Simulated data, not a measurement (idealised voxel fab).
Name of the process module below: voxel ribs on slabs
Square cell edge 5 nm, section width 270 nm, ID cut.
If you're reading a cross-section in this doc, picture square cells in a grid; it comes to you as bands, top ones listed first down to the bottom, and a band can be one or more rows of cells.
Band: top height; bottom height; in nm. Then, left to right: material with width in nm, for each material. "edge to edge": a single material spanning edge to edge. "empty": empty space.
All heights in this document are referenced to 0, defined as the level beneath which the wafer, as received, consists entirely of one material. The lowest band is not bounded below; it extends indefinitely downward and is written in the form "0 -> down".
Graded width ("30 to 40"): value in top row of band = first number; value in bottom row = second number; row-to-row change constant.
Step marked "nothing altered"? Then no cell in the cross-section changed in it.
Closed empty spaces (no open way to the top) of 8 cells or more are what "Sealed internal cavities" lists, each as width x height at distance from the left edge, nm for all three.
If you see something after the settings on a step's line, that's the simulator's own remark about that step.
Steps that use a mask can have "overlay nm" on their line. It says how far the mask sat to the right of where it was meant to be. Negative means to the left.

### Planned step list for the process
1 RECEIVE, material Si
2 DIRECTIONAL_DEP, material SiO2, thk nm 20
3 DIRECTIONAL_DEP, material SiN, thk nm 25
4 MASKED_ETCH, tone cover, mask id RIB, width nm 15, etch materials SiN, depth nm 5, overlay nm 0
5 MASKED_ETCH, tone cover, mask id SLAB, width nm 85, etch materials SiN, depth nm 20, overlay nm 0
6 FILL_DEP, material SiO2, thk nm 25
7 CMP, height nm 60
8 DIRECTIONAL_DEP, material W, thk nm 10
9 DIRECTIONAL_DEP, material aC, thk nm 10
10 PATTERN, tone cover, mask id HEATER, material resist, width nm 35, thk nm 25, overlay nm 0
11 DIRECTIONAL_ETCH, etch materials aC, depth nm 10
12 STRIP, etch materials resist
13 DIRECTIONAL_ETCH, etch materials W, depth nm 10
14 STRIP, etch materials aC
15 CONFORMAL_DEP, material SiN, thk nm 5
For this document, wafers share an identical start and vary in the step 4 width nm; the plan quotes the first wafer's value.

### The as-received cross-section of the first of several wafers corresponds to the state after step 1
	0 -> down = Si edge to edge
	Sealed internal cavities: none

### Take a look at the first of several wafers in cross-section: the module is done, and step 15 was its last step
	75 -> 70 = empty: 110 | SiN: 45 | empty: 115
	70 -> 65 = empty: 110 | SiN: 5 | W: 35 | SiN: 5 | empty: 115
	65 -> 60 = SiN: 115 | W: 35 | SiN: 120
	60 -> 45 = SiO2 edge to edge
	45 -> 40 = SiO2: 125 | SiN: 15 | SiO2: 130
	40 -> 20 = SiO2: 90 | SiN: 85 | SiO2: 95
	20 -> 0 = SiO2 edge to edge
	0 -> down = Si edge to edge
	Sealed internal cavities: none

### Cross-section of the final wafer among several, taken at the end of the module
	75 -> 70 = empty: 110 | SiN: 45 | empty: 115
	70 -> 65 = empty: 110 | SiN: 5 | W: 35 | SiN: 5 | empty: 115
	65 -> 60 = SiN: 115 | W: 35 | SiN: 120
	60 -> 45 = SiO2 edge to edge
	45 -> 40 = SiO2: 115 | SiN: 40 | SiO2: 115
	40 -> 20 = SiO2: 90 | SiN: 85 | SiO2: 95
	20 -> 0 = SiO2 edge to edge
	0 -> down = Si edge to edge
	Sealed internal cavities: none

### Wafer rows, end of module: cells per material gained (+) or lost (-) since receipt; closed voids last
width nm 15 | +129 SiN | +577 SiO2 | +14 W | Sealed internal cavities: none
width nm 20 | +130 SiN | +576 SiO2 | +14 W | Sealed internal cavities: none
width nm 25 | +131 SiN | +575 SiO2 | +14 W | Sealed internal cavities: none
width nm 30 | +132 SiN | +574 SiO2 | +14 W | Sealed internal cavities: none
width nm 35 | +133 SiN | +573 SiO2 | +14 W | Sealed internal cavities: none
width nm 40 | +134 SiN | +572 SiO2 | +14 W | Sealed internal cavities: none
